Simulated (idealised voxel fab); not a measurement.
process module | voxel gate over fins
cross-section cut | 245 nm wide | cells 5 nm
A cross-section is a grid of square cells, given in bands from the top down. A band is one or more rows of cells.
Each band's line starts with the height of the band's top and of its bottom, in nm. Then come its materials from left to right, each with its width in nm. One material with "throughout" fills the band from edge to edge. "air" is empty space.
Height 0 is the level under which the wafer as received is all one material. The lowest band goes on downwards, as in "0 down".
A width such as "30 to 40" changes by the same amount from each row of cells to the next, from the band's top row to its bottom row.
"no change" after a step means that no cell of the cross-section changed.
closed voids: empty space of 8 cells or more with no open way to the top, each as width x height at its distance from the left edge, in nm
after a step's settings: what the simulator itself notes on the step
overlay nm, on a step with a mask: how far to the right of its planned place the mask lay; to the left if negative
plan
1 op RECEIVE | material Si
2 op CONFORMAL_DEP | material SiN | thk nm 5
3 op PATTERN | tone cover | mask id FINS | material resist | width nm 15 | pitch nm 35 | thk nm 20 | overlay nm 0
4 op DIRECTIONAL_ETCH | etch materials SiN | depth nm 5
5 op DIRECTIONAL_ETCH | etch materials Si | depth nm 30
6 op STRIP | etch materials resist
7 op FILL_DEP | material SiO2 | thk nm 10
8 op CMP | height nm 5
9 op SELECTIVE_ETCH | etch materials SiO2 | depth nm 20
10 op STRIP | etch materials SiN
11 op CONFORMAL_DEP | material HfO2 | thk nm 5
12 op CONFORMAL_DEP | material TiN | thk nm 5
13 op CONFORMAL_DEP | material TiAl | thk nm 5
14 op CONFORMAL_DEP | material TiN | thk nm 5
15 op FILL_DEP | material W | thk nm 15
16 op CMP | height nm 30
17 op CONFORMAL_DEP | material SiCN | thk nm 5
as received, after step 1
  0 down: Si throughout
  closed voids: none
a wafer at the end: this start, this plan, one mistake
  35 to 30: SiCN throughout
  30 to 25: W 65 | TiN 110 | W 70
  25 to 20: W 65 | TiN 5 | TiAl 100 | TiN 5 | W 70
  20 to 15: W 65 | TiN 5 | TiAl 5 | TiN 90 | TiAl 5 | TiN 5 | W 70
  15 to 10: TiN 70 | TiAl 5 | TiN 90 | TiAl 5 | TiN 75
  10 to 5: TiAl 75 | TiN 90 | TiAl 80
  5 to 0: TiN 90 | HfO2 25 | TiN 10 | HfO2 25 | TiN 95
  0 to -10: TiN 90 | HfO2 5 | Si 15 | HfO2 5 | TiN 10 | HfO2 5 | Si 15 | HfO2 5 | TiN 95
  -10 to -15: HfO2 95 | Si 15 | HfO2 20 | Si 15 | HfO2 100
  -15 to -30: SiO2 95 | Si 15 | SiO2 20 | Si 15 | SiO2 100
  -30 down: Si throughout
  closed voids: none
what went wrong: step 12 ran as: op CONFORMAL_DEP | material TiN | thk nm 15
